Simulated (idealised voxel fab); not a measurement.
You're looking at the process module voxel gate over fins.
Xsec cut, 275 nm wide, square cell size 5 nm.
A cross-section in this document is a grid of square cells, and it is written down as bands, the top band listed before the ones below it; a band is made up of one or more rows of cells. Heights first: top, then bottom, in nm. Then materials, left to right, each with a width in nm. "throughout" on a single material: fills the band edge to edge. "air": empty space. Heights are expressed relative to 0, this being the level below which the as-received wafer comprises one material exclusively. The lowest band is unbounded in the downward direction and is denoted as in "0 nm and below". It should be noted that a width expressed as "30->40" varies in equal increments from row to row of cells within the band, taking the value of the first number at the top row and that of the second number at the bottom row. "stayed the same" -> step changed no cross-section cell. The entry titled "Closed cavities" provides the empty spaces that have no open way to the top, restricted to those of 8 cells or more. Each is presented as width x height at distance, the distance being measured from the left edge, with all three in nm. Note: text after step settings on the step line = simulator remark on that step. Steps that use a mask can have "overlay nm" on their line. It says how far the mask sat to the right of where it was meant to be. Negative means to the left.
### Intended process steps
- 1: RECEIVE (material Si)
- 2: CONFORMAL_DEP (material SiN; thk nm 10)
- 3: DIRECTIONAL_DEP (material aC; thk nm 15)
- 4: PATTERN (tone cover; mask id FINS; material resist; width nm 15; pitch nm 60; thk nm 30; overlay nm 0)
- 5: DIRECTIONAL_ETCH (etch materials aC; depth nm 15)
- 6: STRIP (etch materials resist)
- 7: DIRECTIONAL_ETCH (etch materials SiN; depth nm 10)
- 8: DIRECTIONAL_ETCH (etch materials Si; depth nm 30)
- 9: STRIP (etch materials aC)
- 10: FILL_DEP (material SiO2; thk nm 10)
- 11: CMP (height nm 10)
- 12: DIRECTIONAL_DEP (material aC; thk nm 15)
- 13: PATTERN (tone open; mask id RAIL; material resist; width nm 15; thk nm 35; overlay nm 0)
- 14: DIRECTIONAL_ETCH (etch materials aC; depth nm 15)
- 15: STRIP (etch materials resist)
- 16: DIRECTIONAL_ETCH (etch materials SiO2; depth nm 35)
- 17: STRIP (etch materials aC)
- 18: CONFORMAL_DEP (material TiN; thk nm 5)
- 19: FILL_DEP (material W; thk nm 10)
- 20: CMP (height nm 10)
- 21: SELECTIVE_ETCH (etch materials W Ru TiN; depth nm 25)
- 22: FILL_DEP (material SiO2; thk nm 5)
- 23: CMP (height nm 10)
- 24: SELECTIVE_ETCH (etch materials SiO2; depth nm 20)
- 25: STRIP (etch materials SiN)
- 26: CONFORMAL_DEP (material HfO2; thk nm 5)
- 27: CONFORMAL_DEP (material TiN; thk nm 5)
- 28: CONFORMAL_DEP (material TiAl; thk nm 5)
- 29: CONFORMAL_DEP (material TiN; thk nm 5)
- 30: FILL_DEP (material W; thk nm 15)
- 31: CMP (height nm 30)
- 32: CONFORMAL_DEP (material SiN; thk nm 10)
### First of two wafers: run as planned
### Cross-section of the wafer as it came to us, i.e., already through step 1
> 0 nm and below = Si throughout
> Closed cavities: none
### Presented here is a cross-section of the wafer after step 2 has been performed
> 10 nm to 0 nm = SiN throughout
> Heights below 0 show no change.
### Presented here is a cross-section of the wafer after step 3 has been performed
> 25 nm to 10 nm = aC throughout
> Heights below 10 show no change.
### Presented here is a cross-section of the wafer after step 4 has been performed
> 55 nm to 25 nm = 100 of air, 15 of resist, 45 of air, 15 of resist, 100 of air
> Heights below 25 show no change.
### Presented here is a cross-section of the wafer after step 5 has been performed
> 40 nm to 25 nm = 100 of air, 15 of resist, 45 of air, 15 of resist, 100 of air
> 25 nm to 10 nm = 100 of air, 15 of aC, 45 of air, 15 of aC, 100 of air
> Heights below 10 show no change.
### Presented here is a cross-section of the wafer after step 6 has been performed
> 25 nm to 10 nm = 100 of air, 15 of aC, 45 of air, 15 of aC, 100 of air
> Heights below 10 show no change.
### Presented here is a cross-section of the wafer after step 7 has been performed
> 25 nm to 10 nm = 100 of air, 15 of aC, 45 of air, 15 of aC, 100 of air
> 10 nm to 0 nm = 100 of air, 15 of SiN, 45 of air, 15 of SiN, 100 of air
> Heights below 0 show no change.
### Presented here is a cross-section of the wafer after step 8 has been performed
> 25 nm to 10 nm = 100 of air, 15 of aC, 45 of air, 15 of aC, 100 of air
> 10 nm to 0 nm = 100 of air, 15 of SiN, 45 of air, 15 of SiN, 100 of air
> 0 nm to -30 nm = 100 of air, 15 of Si, 45 of air, 15 of Si, 100 of air
> Heights below -30 show no change.
### Presented here is a cross-section of the wafer after step 9 has been performed
> 10 nm to 0 nm = 100 of air, 15 of SiN, 45 of air, 15 of SiN, 100 of air
> Heights below 0 show no change.
### Presented here is a cross-section of the wafer after step 10 has been performed
> 20 nm to 10 nm = SiO2 throughout
> 10 nm to 0 nm = 100 of SiO2, 15 of SiN, 45 of SiO2, 15 of SiN, 100 of SiO2
> 0 nm to -30 nm = 100 of SiO2, 15 of Si, 45 of SiO2, 15 of Si, 100 of SiO2
> Heights below -30 show no change.
### Presented here is a cross-section of the wafer after step 11 has been performed
> 10 nm to 0 nm = 100 of SiO2, 15 of SiN, 45 of SiO2, 15 of SiN, 100 of SiO2
> Heights below 0 show no change.
### Presented here is a cross-section of the wafer after step 12 has been performed
> 25 nm to 10 nm = aC throughout
> Heights below 10 show no change.
### Presented here is a cross-section of the wafer after step 13 has been performed
> 60 nm to 25 nm = 130 of resist, 15 of air, 130 of resist
> Heights below 25 show no change.
### Presented here is a cross-section of the wafer after step 14 has been performed
> 45 nm to 25 nm = 130 of resist, 15 of air, 130 of resist
> 25 nm to 10 nm = 130 of aC, 15 of air, 130 of aC
> Heights below 10 show no change.
### Presented here is a cross-section of the wafer after step 15 has been performed
> 25 nm to 10 nm = 130 of aC, 15 of air, 130 of aC
> Heights below 10 show no change.
### Presented here is a cross-section of the wafer after step 16 has been performed
> 25 nm to 10 nm = 130 of aC, 15 of air, 130 of aC
> 10 nm to 0 nm = 100 of SiO2, 15 of SiN, 15 of SiO2, 15 of air, 15 of SiO2, 15 of SiN, 100 of SiO2
> 0 nm to -25 nm = 100 of SiO2, 15 of Si, 15 of SiO2, 15 of air, 15 of SiO2, 15 of Si, 100 of SiO2
> Heights below -25 show no change.
### Presented here is a cross-section of the wafer after step 17 has been performed
> 10 nm to 0 nm = 100 of SiO2, 15 of SiN, 15 of SiO2, 15 of air, 15 of SiO2, 15 of SiN, 100 of SiO2
> Heights below 0 show no change.
### Presented here is a cross-section of the wafer after step 18 has been performed
> 15 nm to 10 nm = 135 of TiN, 5 of air, 135 of TiN
> 10 nm to 0 nm = 100 of SiO2, 15 of SiN, 15 of SiO2, 5 of TiN, 5 of air, 5 of TiN, 15 of SiO2, 15 of SiN, 100 of SiO2
> 0 nm to -20 nm = 100 of SiO2, 15 of Si, 15 of SiO2, 5 of TiN, 5 of air, 5 of TiN, 15 of SiO2, 15 of Si, 100 of SiO2
> -20 nm to -25 nm = 100 of SiO2, 15 of Si, 15 of SiO2, 15 of TiN, 15 of SiO2, 15 of Si, 100 of SiO2
> Heights below -25 show no change.
### Presented here is a cross-section of the wafer after step 19 has been performed
> 25 nm to 15 nm = W throughout
> 15 nm to 10 nm = 135 of TiN, 5 of W, 135 of TiN
> 10 nm to 0 nm = 100 of SiO2, 15 of SiN, 15 of SiO2, 5 of TiN, 5 of W, 5 of TiN, 15 of SiO2, 15 of SiN, 100 of SiO2
> 0 nm to -20 nm = 100 of SiO2, 15 of Si, 15 of SiO2, 5 of TiN, 5 of W, 5 of TiN, 15 of SiO2, 15 of Si, 100 of SiO2
> Heights below -20 show no change.
### Presented here is a cross-section of the wafer after step 20 has been performed
> 10 nm to 0 nm = 100 of SiO2, 15 of SiN, 15 of SiO2, 5 of TiN, 5 of W, 5 of TiN, 15 of SiO2, 15 of SiN, 100 of SiO2
> Heights below 0 show no change.
### Presented here is a cross-section of the wafer after step 21 has been performed
> 10 nm to 0 nm = 100 of SiO2, 15 of SiN, 15 of SiO2, 15 of air, 15 of SiO2, 15 of SiN, 100 of SiO2
> 0 nm to -15 nm = 100 of SiO2, 15 of Si, 15 of SiO2, 15 of air, 15 of SiO2, 15 of Si, 100 of SiO2
> Heights below -15 show no change.
### Presented here is a cross-section of the wafer after step 22 has been performed
> 15 nm to 10 nm = SiO2 throughout
> 10 nm to 0 nm = 100 of SiO2, 15 of SiN, 45 of SiO2, 15 of SiN, 100 of SiO2
> 0 nm to -15 nm = 100 of SiO2, 15 of Si, 45 of SiO2, 15 of Si, 100 of SiO2
> Heights below -15 show no change.
### Presented here is a cross-section of the wafer after step 23 has been performed
> 10 nm to 0 nm = 100 of SiO2, 15 of SiN, 45 of SiO2, 15 of SiN, 100 of SiO2
> Heights below 0 show no change.
### Presented here is a cross-section of the wafer after step 24 has been performed
> 10 nm to 0 nm = 100 of air, 15 of SiN, 45 of air, 15 of SiN, 100 of air
> 0 nm to -10 nm = 100 of air, 15 of Si, 45 of air, 15 of Si, 100 of air
> Heights below -10 show no change.
### Presented here is a cross-section of the wafer after step 25 has been performed
> 0 nm to -10 nm = 100 of air, 15 of Si, 45 of air, 15 of Si, 100 of air
> Heights below -10 show no change.
### Presented here is a cross-section of the wafer after step 26 has been performed
> 5 nm to 0 nm = 95 of air, 25 of HfO2, 35 of air, 25 of HfO2, 95 of air
> 0 nm to -5 nm = 95 of air, 5 of HfO2, 15 of Si, 5 of HfO2, 35 of air, 5 of HfO2, 15 of Si, 5 of HfO2, 95 of air
> -5 nm to -10 nm = 100 of HfO2, 15 of Si, 45 of HfO2, 15 of Si, 100 of HfO2
> Heights below -10 show no change.
### Presented here is a cross-section of the wafer after step 27 has been performed
> 10 nm to 5 nm = 90 of air, 35 of TiN, 25 of air, 35 of TiN, 90 of air
> 5 nm to 0 nm = 90 of air, 5 of TiN, 25 of HfO2, 5 of TiN, 25 of air, 5 of TiN, 25 of HfO2, 5 of TiN, 90 of air
> 0 nm to -5 nm = 95 of TiN, 5 of HfO2, 15 of Si, 5 of HfO2, 35 of TiN, 5 of HfO2, 15 of Si, 5 of HfO2, 95 of TiN
> Heights below -5 show no change.
### Presented here is a cross-section of the wafer after step 28 has been performed
> 15 nm to 10 nm = 85 of air, 45 of TiAl, 15 of air, 45 of TiAl, 85 of air
> 10 nm to 5 nm = 85 of air, 5 of TiAl, 35 of TiN, 5 of TiAl, 15 of air, 5 of TiAl, 35 of TiN, 5 of TiAl, 85 of air
> 5 nm to 0 nm = 90 of TiAl, 5 of TiN, 25 of HfO2, 5 of TiN, 25 of TiAl, 5 of TiN, 25 of HfO2, 5 of TiN, 90 of TiAl
> Heights below 0 show no change.
### Presented here is a cross-section of the wafer after step 29 has been performed
> 20 nm to 15 nm = 80 of air, 55 of TiN, 5 of air, 55 of TiN, 80 of air
> 15 nm to 10 nm = 80 of air, 5 of TiN, 45 of TiAl, 5 of TiN, 5 of air, 5 of TiN, 45 of TiAl, 5 of TiN, 80 of air
> 10 nm to 5 nm = 85 of TiN, 5 of TiAl, 35 of TiN, 5 of TiAl, 15 of TiN, 5 of TiAl, 35 of TiN, 5 of TiAl, 85 of TiN
> Heights below 5 show no change.
### Presented here is a cross-section of the wafer after step 30 has been performed
> 35 nm to 20 nm = W throughout
> 20 nm to 15 nm = 80 of W, 55 of TiN, 5 of W, 55 of TiN, 80 of W
> 15 nm to 10 nm = 80 of W, 5 of TiN, 45 of TiAl, 5 of TiN, 5 of W, 5 of TiN, 45 of TiAl, 5 of TiN, 80 of W
> Heights below 10 show no change.
### Presented here is a cross-section of the wafer after step 31 has been performed
> 30 nm to 20 nm = W throughout
> Heights below 20 show no change.
### Presented here is a cross-section of the wafer after step 32 has been performed
> 40 nm to 30 nm = SiN throughout
> Heights below 30 show no change.
### The remaining wafer, second of the two, started like the first and was run to the same plan, except that one mistake was made along the way; the two coincide through step 26, inclusive
At the planned end of step 27, the second wafer in cross-section: stayed the same
### At the planned end of step 28, the second wafer in cross-section
> 10 nm to 5 nm = 90 of air, 35 of TiAl, 25 of air, 35 of TiAl, 90 of air
> 5 nm to 0 nm = 90 of air, 5 of TiAl, 25 of HfO2, 5 of TiAl, 25 of air, 5 of TiAl, 25 of HfO2, 5 of TiAl, 90 of air
> 0 nm to -5 nm = 95 of TiAl, 5 of HfO2, 15 of Si, 5 of HfO2, 35 of TiAl, 5 of HfO2, 15 of Si, 5 of HfO2, 95 of TiAl
> Heights below -5 show no change.
### At the planned end of step 29, the second wafer in cross-section
> 15 nm to 10 nm = 85 of air, 45 of TiN, 15 of air, 45 of TiN, 85 of air
> 10 nm to 5 nm = 85 of air, 5 of TiN, 35 of TiAl, 5 of TiN, 15 of air, 5 of TiN, 35 of TiAl, 5 of TiN, 85 of air
> 5 nm to 0 nm = 90 of TiN, 5 of TiAl, 25 of HfO2, 5 of TiAl, 25 of TiN, 5 of TiAl, 25 of HfO2, 5 of TiAl, 90 of TiN
> Heights below 0 show no change.
### At the planned end of step 30, the second wafer in cross-section
> 30 nm to 15 nm = W throughout
> 15 nm to 10 nm = 85 of W, 45 of TiN, 15 of W, 45 of TiN, 85 of W
> 10 nm to 5 nm = 85 of W, 5 of TiN, 35 of TiAl, 5 of TiN, 15 of W, 5 of TiN, 35 of TiAl, 5 of TiN, 85 of W
> Heights below 5 show no change.
At the planned end of step 31, the second wafer in cross-section: stayed the same
### At the planned end of step 32, the second wafer in cross-section
> 40 nm to 30 nm = SiN throughout
> Heights below 30 show no change.
What went wrong in running the wafer? step 27 of the plan was omitted and not executed
At the finish, the second wafer shows more or fewer cells for some materials than the first does: TiN -63; W +63
